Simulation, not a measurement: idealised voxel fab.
You're looking at the process module voxel ribs on slabs.
The cross-section shown here is cut; it is 240 nm wide and divided into square cells measuring 5 nm on a side.
A cross-section in this document is a grid of square cells, and it is written down as bands, the top band listed before the ones below it; a band is made up of one or more rows of cells.
This entry defines a band. It first specifies the height of the band's top and the height of its bottom in nm, and then specifies the band's materials from left to right, stating each material with its width in nm. The word "full width" identifies a single material that fills the band from edge to edge, while the word "empty" identifies empty space.
Zero point of the height axis is 0; under it, received wafer = one material. Lowest band: continues down indefinitely, "0 and below".
Graded width ("30..40"): value in top row of band = first number; value in bottom row = second number; row-to-row change constant.
Take "remained unchanged" at face value: in the step it is given for, the cross-section changed in none of its cells.
For the entry "Fully closed voids", the listed items are empty spaces with no open way to the top whose size is 8 cells or more; each item follows the pattern width x height at distance, where distance is from the left edge and all three are in nm.
Heads up: the bit after the settings on a step's line is the simulator's remark on that step.
overlay nm: mask offset rightward from planned place, masked step; negative means leftward offset.
# Set out below are the planned steps of the process
- 1: RECEIVE | material Si
- 2: DIRECTIONAL_DEP | material SiO2 | thk nm 30
- 3: DIRECTIONAL_DEP | material SiN | thk nm 25
- 4: DIRECTIONAL_DEP | material aC | thk nm 10
- 5: PATTERN | tone cover | mask id RIB | material resist | width nm 25 | thk nm 25 | overlay nm 0
- 6: DIRECTIONAL_ETCH | etch materials aC | depth nm 10
- 7: STRIP | etch materials resist
- 8: DIRECTIONAL_ETCH | etch materials SiN | depth nm 10
- 9: STRIP | etch materials aC
- 10: PATTERN | tone cover | mask id SLAB | material resist | width nm 85 | thk nm 20 | overlay nm 0
- 11: DIRECTIONAL_ETCH | etch materials SiN | depth nm 15
- 12: STRIP | etch materials resist
- 13: FILL_DEP | material SiO2 | thk nm 30
- 14: CMP | height nm 75
- 15: DIRECTIONAL_DEP | material W | thk nm 10
- 16: DIRECTIONAL_DEP | material aC | thk nm 15
- 17: PATTERN | tone cover | mask id HEATER | material resist | width nm 35 | thk nm 35 | overlay nm 0
- 18: DIRECTIONAL_ETCH | etch materials aC | depth nm 15
- 19: STRIP | etch materials resist
- 20: DIRECTIONAL_ETCH | etch materials W | depth nm 10
- 21: STRIP | etch materials aC
- 22: CONFORMAL_DEP | material SiN | thk nm 10
# Here's what the wafer looked like in cross-section when it arrived - that's after step 1
	0 and below: Si full width
	Fully closed voids: none
# Cross-sectional result after module completion. Note: starting condition and plan are unchanged from above; one processing mistake was made
	95 down to 85: 90 nm empty | 55 nm SiN | 95 nm empty
	85 down to 75: 100 nm SiN | 35 nm W | 105 nm SiN
	75 down to 55: SiO2 full width
	55 down to 45: 105 nm SiO2 | 25 nm SiN | 110 nm SiO2
	45 down to 30: 85 nm SiO2 | 85 nm SiN | 70 nm SiO2
	30 down to 0: SiO2 full width
	0 and below: Si full width
	Fully closed voids: none
The mistake made against the process plan was this: off-plan run, step 10, actual operation and settings PATTERN | tone cover | mask id SLAB | material resist | width nm 85 | thk nm 20 | overlay nm 10
